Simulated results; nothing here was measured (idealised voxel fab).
Proc. module: voxel local oxidation
Square cell edge 5 nm, section width 230 nm, ID cut.
Heads up, the way a cross-section reads in here is a grid of square cells, handed over as bands from the top down, with every band being one or more rows of cells. Basically the band line says how high the top is and how high the bottom is, in nm, and then what's in it from left to right, every material with its width in nm. Empty space shows up as "air", and if a single material carries "all across" it runs the full band edge to edge. Below 0: as-received wafer, all one material; heights counted from there. Lowest band: no bottom, goes on down, written "top 0, no bottom". Width spec "30 to 40" -> top row of cells at first value, bottom row at second value, equal per-row change in between. No cell of the cross-section changed in a step that is given as "left unchanged". Enclosed voids (no open way to top), threshold 8 cells or more, entry "Voids, sealed", notation width x height at distance, distance from left edge, nm. What comes after the settings on a step's line is commentary from the simulator itself on that step. A step's line can hold "overlay nm"; with a mask on that step, the setting says how far right of the planned place the mask lay, while a negative setting says it lay to the left.
Process steps foreseen in the plan:
1) RECEIVE, material Si
2) CONFORMAL_DEP, material SiO2, thk nm 5
3) CONFORMAL_DEP, material SiN, thk nm 10
4) PATTERN, tone cover, mask id ACTIVE, material resist, width nm 110, thk nm 20, overlay nm 0
5) DIRECTIONAL_ETCH, etch materials SiN, depth nm 10
6) STRIP, etch materials resist
7) SELECTIVE_ETCH, etch materials SiO2, depth nm 5
8) OXIDIZE, depth nm 10
9) STRIP, etch materials SiN
Received-state cross-section, reflecting completion of step 1:
* top 0, no bottom | Si all across
* Voids, sealed: none
This is how the wafer looks in cross-section once the module is done, given the starting state and plan above and one mistake in carrying the plan out:
* top 5, bottom 0 | air: 75, then SiO2: 100, then air: 55
* top 0, bottom -10 | SiO2: 85, then Si: 80, then SiO2: 65
* top -10, no bottom | Si all across
* Voids, sealed: none
What went wrong in running the wafer? step 4 went in with a setting other than planned; the actual run was PATTERN, tone cover, mask id ACTIVE, material resist, width nm 110, thk nm 20, overlay nm 10
